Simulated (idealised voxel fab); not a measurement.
process module | voxel fin reveal
cross-section cut | 160 nm wide | cells 5 nm
A cross-section is a grid of square cells, given in bands from the top down. A band is one or more rows of cells.
Each band's line starts with the height of the band's top and of its bottom, in nm. Then come its materials from left to right, each with its width in nm. One material with "throughout" fills the band from edge to edge. "air" is empty space.
Height 0 is the level under which the wafer as received is all one material. The lowest band goes on downwards, as in "0 down".
A width such as "30 to 40" changes by the same amount from each row of cells to the next, from the band's top row to its bottom row.
"no change" after a step means that no cell of the cross-section changed.
closed voids: empty space of 8 cells or more with no open way to the top, each as width x height at its distance from the left edge, in nm
after a step's settings: what the simulator itself notes on the step
overlay nm, on a step with a mask: how far to the right of its planned place the mask lay; to the left if negative
plan
1 op RECEIVE | material Si
2 op CONFORMAL_DEP | material SiN | thk nm 5
3 op MASKED_ETCH | tone cover | mask id FINS | width nm 15 | pitch nm 45 | etch materials SiN | depth nm 5 | overlay nm 0
4 op MASKED_ETCH | tone cover | mask id FINS | width nm 15 | pitch nm 45 | etch materials Si | depth nm 30 | overlay nm -15
5 op OXIDIZE | depth nm 5
6 op FILL_DEP | material SiO2 | thk nm 10
7 op CMP | height nm 5
8 op SELECTIVE_ETCH | etch materials SiO2 | depth nm 25
9 op STRIP | etch materials SiN
10 op CONFORMAL_DEP | material SiO2 | thk nm 5
varied across the wafers: overlay nm of step 4. The plan shows the first wafer's value. All wafers start alike
first wafer as received, after step 1
  0 down: Si throughout
  closed voids: none
each wafer at the end: cells of each material gained (+) or lost (-) since it was received, then its closed voids
overlay nm -15 | -174 Si | +120 SiO2 | closed voids: none
overlay nm -10 | -186 Si | +126 SiO2 | closed voids: none
overlay nm -5 | -198 Si | +132 SiO2 | closed voids: none
overlay nm 0 | -210 Si | +138 SiO2 | closed voids: none
overlay nm 5 | -198 Si | +132 SiO2 | closed voids: none
overlay nm 10 | -186 Si | +126 SiO2 | closed voids: none
overlay nm 15 | -174 Si | +120 SiO2 | closed voids: none
